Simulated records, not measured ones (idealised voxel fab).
process module | voxel fin reveal
cross-section cut | 250 nm wide | cells 5 nm
A cross-section is a grid of square cells, given in bands from the top down. A band is one or more rows of cells.
Each band's line starts with the height of the band's top and of its bottom, in nm. Then come its materials from left to right, each with its width in nm. One material with "throughout" fills the band from edge to edge. "air" is empty space.
Height 0 is the level under which the wafer as received is all one material. The lowest band goes on downwards, as in "0 down".
A width such as "30 to 40" changes by the same amount from each row of cells to the next, from the band's top row to its bottom row.
"no change" after a step means that no cell of the cross-section changed.
closed voids: empty space of 8 cells or more with no open way to the top, each as width x height at its distance from the left edge, in nm
after a step's settings: what the simulator itself notes on the step
overlay nm, on a step with a mask: how far to the right of its planned place the mask lay; to the left if negative
plan
1 op RECEIVE | material Si
2 op CONFORMAL_DEP | material SiN | thk nm 5
3 op DIRECTIONAL_DEP | material aC | thk nm 15
4 op PATTERN | tone cover | mask id FINS | material resist | width nm 15 | pitch nm 35 | thk nm 35 | overlay nm 0
5 op DIRECTIONAL_ETCH | etch materials aC | depth nm 15
6 op STRIP | etch materials resist
7 op DIRECTIONAL_ETCH | etch materials SiN | depth nm 5
8 op DIRECTIONAL_ETCH | etch materials Si | depth nm 35
9 op STRIP | etch materials aC
10 op OXIDIZE | depth nm 5
11 op FILL_DEP | material SiO2 | thk nm 15
12 op CMP | height nm 5
13 op SELECTIVE_ETCH | etch materials SiO2 | depth nm 25
14 op STRIP | etch materials SiN
first wafer, as planned
as received, after step 1
  0 down: Si throughout
  closed voids: none
after step 2
  5 to 0: SiN throughout
  below 0: unchanged
after step 3
  20 to 5: aC throughout
  below 5: unchanged
after step 4
  55 to 20: air 80 | resist 15 | air 20 | resist 15 | air 20 | resist 15 | air 85
  below 20: unchanged
after step 5
  40 to 20: air 80 | resist 15 | air 20 | resist 15 | air 20 | resist 15 | air 85
  20 to 5: air 80 | aC 15 | air 20 | aC 15 | air 20 | aC 15 | air 85
  below 5: unchanged
after step 6
  20 to 5: air 80 | aC 15 | air 20 | aC 15 | air 20 | aC 15 | air 85
  below 5: unchanged
after step 7
  20 to 5: air 80 | aC 15 | air 20 | aC 15 | air 20 | aC 15 | air 85
  5 to 0: air 80 | SiN 15 | air 20 | SiN 15 | air 20 | SiN 15 | air 85
  below 0: unchanged
after step 8
  20 to 5: air 80 | aC 15 | air 20 | aC 15 | air 20 | aC 15 | air 85
  5 to 0: air 80 | SiN 15 | air 20 | SiN 15 | air 20 | SiN 15 | air 85
  0 to -35: air 80 | Si 15 | air 20 | Si 15 | air 20 | Si 15 | air 85
  below -35: unchanged
after step 9
  5 to 0: air 80 | SiN 15 | air 20 | SiN 15 | air 20 | SiN 15 | air 85
  below 0: unchanged
after step 10
  5 to 0: air 80 | SiN 15 | air 20 | SiN 15 | air 20 | SiN 15 | air 85
  0 to -35: air 80 | SiO2 5 | Si 5 | SiO2 5 | air 20 | SiO2 5 | Si 5 | SiO2 5 | air 20 | SiO2 5 | Si 5 | SiO2 5 | air 85
  -35 to -40: SiO2 85 | Si 5 | SiO2 30 | Si 5 | SiO2 30 | Si 5 | SiO2 90
  below -40: unchanged
after step 11
  20 to 5: SiO2 throughout
  5 to 0: SiO2 80 | SiN 15 | SiO2 20 | SiN 15 | SiO2 20 | SiN 15 | SiO2 85
  0 to -40: SiO2 85 | Si 5 | SiO2 30 | Si 5 | SiO2 30 | Si 5 | SiO2 90
  below -40: unchanged
after step 12
  5 to 0: SiO2 80 | SiN 15 | SiO2 20 | SiN 15 | SiO2 20 | SiN 15 | SiO2 85
  below 0: unchanged
after step 13
  5 to 0: air 80 | SiN 15 | air 20 | SiN 15 | air 20 | SiN 15 | air 85
  0 to -20: air 85 | Si 5 | air 30 | Si 5 | air 30 | Si 5 | air 90
  below -20: unchanged
after step 14
  0 to -20: air 85 | Si 5 | air 30 | Si 5 | air 30 | Si 5 | air 90
  below -20: unchanged
second wafer: like start, like plan, one mistake. Through step 13 it matches the first wafer
when step 14 should have ended
  5 to 0: air 80 | SiN 15 | air 20 | SiN 15 | air 20 | SiN 15 | air 85
  0 to -40: air 85 | Si 5 | air 30 | Si 5 | air 30 | Si 5 | air 90
  below -40: unchanged
what went wrong: step 14 ran as: op STRIP | etch materials SiO2
at the end the second wafer has, in cells: 9 more of SiN | 188 fewer of SiO2
